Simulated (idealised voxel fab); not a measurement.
process module | voxel quadruple lines
cross-section cut | 255 nm wide | cells 5 nm
A cross-section is a grid of square cells, given in bands from the top down. A band is one or more rows of cells.
Each band's line starts with the height of the band's top and of its bottom, in nm. Then come its materials from left to right, each with its width in nm. One material with "throughout" fills the band from edge to edge. "air" is empty space.
Height 0 is the level under which the wafer as received is all one material. The lowest band goes on downwards, as in "0 down".
A width such as "30 to 40" changes by the same amount from each row of cells to the next, from the band's top row to its bottom row.
"no change" after a step means that no cell of the cross-section changed.
closed voids: empty space of 8 cells or more with no open way to the top, each as width x height at its distance from the left edge, in nm
after a step's settings: what the simulator itself notes on the step
overlay nm, on a step with a mask: how far to the right of its planned place the mask lay; to the left if negative
plan
1 op RECEIVE | material Si
2 op CONFORMAL_DEP | material Al2O3 | thk nm 10
3 op DIRECTIONAL_DEP | material W | thk nm 15
4 op DIRECTIONAL_DEP | material polySi | thk nm 15
5 op DIRECTIONAL_DEP | material aC | thk nm 20
6 op PATTERN | tone cover | mask id MANDREL | material resist | width nm 30 | thk nm 30 | overlay nm 0
7 op DIRECTIONAL_ETCH | etch materials aC | depth nm 20
8 op STRIP | etch materials resist
9 op CONFORMAL_DEP | material SiO2 | thk nm 10
10 op DIRECTIONAL_ETCH | etch materials SiO2 | depth nm 10
11 op STRIP | etch materials aC
12 op DIRECTIONAL_ETCH | etch materials polySi | depth nm 15
13 op STRIP | etch materials SiO2
14 op CONFORMAL_DEP | material SiN | thk nm 10
15 op DIRECTIONAL_ETCH | etch materials SiN | depth nm 10
16 op STRIP | etch materials polySi
17 op DIRECTIONAL_ETCH | etch materials W | depth nm 15
18 op STRIP | etch materials SiN
as received, after step 1
  0 down: Si throughout
  closed voids: none
first wafer at the end, as planned
  25 to 10: air 90 | W 10 | air 10 | W 10 | air 10 | W 10 | air 10 | W 10 | air 95
  10 to 0: Al2O3 throughout
  0 down: Si throughout
  closed voids: none
second wafer at the end: like start, like plan, one mistake
  30 to 15: air 90 | W 10 | air 10 | W 10 | air 10 | W 10 | air 10 | W 10 | air 95
  15 to 0: Al2O3 throughout
  0 down: Si throughout
  closed voids: none
what went wrong: step 2 ran as: op CONFORMAL_DEP | material Al2O3 | thk nm 15
at the end the second wafer has, in cells: 51 more of Al2O3
